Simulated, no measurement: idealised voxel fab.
The document below concerns the process module designated voxel self aligned contacts.
Cross-sectional view cut (width: 270 nm; square cell size: 5 nm).
Cross-section format: a grid of square cells, given as bands from top to bottom; each band is one or more rows of cells. Each band's line starts with the height of the band's top and of its bottom, in nm. Then come its materials from left to right, each with its width in nm. One material with "edge to edge" fills the band from edge to edge. "air" is empty space. Below 0: as-received wafer, all one material; heights counted from there. Lowest band: no bottom, goes on down, written "0 nm and below". It should be noted that a width expressed as "30->40" varies in equal increments from row to row of cells within the band, taking the value of the first number at the top row and that of the second number at the bottom row. "no change" means the step left every cell of the cross-section as it was. Enclosed voids (no open way to top), threshold 8 cells or more, entry "Sealed internal voids", notation width x height at distance, distance from left edge, nm. Read whatever lies past the settings on a step's line as the simulator's own remark about the step. Steps that use a mask can have "overlay nm" on their line. It says how far the mask sat to the right of where it was meant to be. Negative means to the left.

# Process steps (planned)
1,RECEIVE | material Si
2,OXIDIZE | depth nm 5
3,DIRECTIONAL_DEP | material polySi | thk nm 30
4,DIRECTIONAL_DEP | material SiN | thk nm 15
5,MASKED_ETCH | tone cover | mask id GATE | width nm 25 | pitch nm 55 | etch materials SiN | depth nm 15 | overlay nm 0
6,MASKED_ETCH | tone cover | mask id GATE | width nm 25 | pitch nm 55 | etch materials polySi | depth nm 30 | overlay nm 0
7,CONFORMAL_DEP | material SiN | thk nm 5
8,DIRECTIONAL_ETCH | etch materials SiN | depth nm 5
9,FILL_DEP | material SiO2 | thk nm 10
10,CMP | height nm 50
11,MASKED_ETCH | tone open | mask id CONTACT | width nm 40 | pitch nm 55 | etch materials SiO2 | depth nm 55 | overlay nm 0
12,CONFORMAL_DEP | material TiN | thk nm 5
13,FILL_DEP | material Ru | thk nm 10
14,CMP | height nm 50
15,CONFORMAL_DEP | material SiCN | thk nm 5

# So this is the incoming wafer in cross-section - it's already been through step 1
> 0 nm and below | Si edge to edge
> Sealed internal voids: none

# Result of the module, cross-sectioned: start per above, plan per above, one error in how it was run
> 55 nm to 50 nm | SiCN edge to edge
> 50 nm to 45 nm | 85 of SiO2  15 of TiN  10 of Ru  15 of TiN  15 of SiO2  15 of TiN  10 of Ru  15 of TiN  90 of SiO2
> 45 nm to 30 nm | 60 of SiO2  35 of SiN  5 of TiN  10 of Ru  5 of TiN  35 of SiN  5 of TiN  10 of Ru  5 of TiN  35 of SiN  65 of SiO2
> 30 nm to 25 nm | 95 of SiO2  20 of TiN  35 of SiO2  20 of TiN  100 of SiO2
> 25 nm to 0 nm | polySi edge to edge
> 0 nm and below | Si edge to edge
> Sealed internal voids: none
Finding, execution versus plan: step 3 occupied the plan position of step 2, and the converse holds as well
